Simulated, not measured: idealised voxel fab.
process module | voxel tone inversion
cross-section cut | 260 nm wide | cells 5 nm
A cross-section is a grid of square cells, given in bands from the top down. A band is one or more rows of cells.
Each band's line starts with the height of the band's top and of its bottom, in nm. Then come its materials from left to right, each with its width in nm. One material with "throughout" fills the band from edge to edge. "air" is empty space.
Height 0 is the level under which the wafer as received is all one material. The lowest band goes on downwards, as in "0 down".
A width such as "30 to 40" changes by the same amount from each row of cells to the next, from the band's top row to its bottom row.
"no change" after a step means that no cell of the cross-section changed.
closed voids: empty space of 8 cells or more with no open way to the top, each as width x height at its distance from the left edge, in nm
after a step's settings: what the simulator itself notes on the step
overlay nm, on a step with a mask: how far to the right of its planned place the mask lay; to the left if negative
plan
1 op RECEIVE | material Si
2 op CONFORMAL_DEP | material SiCN | thk nm 10
3 op DIRECTIONAL_DEP | material aC | thk nm 20
4 op PATTERN | tone cover | mask id POSTS | material resist | width nm 20 | pitch nm 45 | thk nm 30 | overlay nm 0
5 op DIRECTIONAL_ETCH | etch materials aC | depth nm 20
6 op STRIP | etch materials resist
7 op FILL_DEP | material lowk | thk nm 10
8 op CMP | height nm 30
9 op STRIP | etch materials aC
10 op CONFORMAL_DEP | material TiN | thk nm 5
11 op FILL_DEP | material Cu | thk nm 5
12 op CMP | height nm 30
13 op CONFORMAL_DEP | material SiN | thk nm 5
as received, after step 1
  0 down: Si throughout
  closed voids: none
first wafer at the end, as planned
  35 to 30: SiN throughout
  30 to 15: lowk 75 | TiN 5 | Cu 10 | TiN 5 | lowk 25 | TiN 5 | Cu 10 | TiN 5 | lowk 25 | TiN 5 | Cu 10 | TiN 5 | lowk 75
  15 to 10: lowk 75 | TiN 20 | lowk 25 | TiN 20 | lowk 25 | TiN 20 | lowk 75
  10 to 0: SiCN throughout
  0 down: Si throughout
  closed voids: none
second wafer at the end: like start, like plan, one mistake
  40 to 35: SiN throughout
  35 to 30: TiN 80 | Cu 10 | TiN 35 | Cu 10 | TiN 35 | Cu 10 | TiN 80
  30 to 15: lowk 75 | TiN 5 | Cu 10 | TiN 5 | lowk 25 | TiN 5 | Cu 10 | TiN 5 | lowk 25 | TiN 5 | Cu 10 | TiN 5 | lowk 75
  15 to 10: lowk 75 | TiN 20 | lowk 25 | TiN 20 | lowk 25 | TiN 20 | lowk 75
  10 to 0: SiCN throughout
  0 down: Si throughout
  closed voids: none
what went wrong: step 12 ran as: op CMP | height nm 35
at the end the second wafer has, in cells: 6 more of Cu | 46 more of TiN
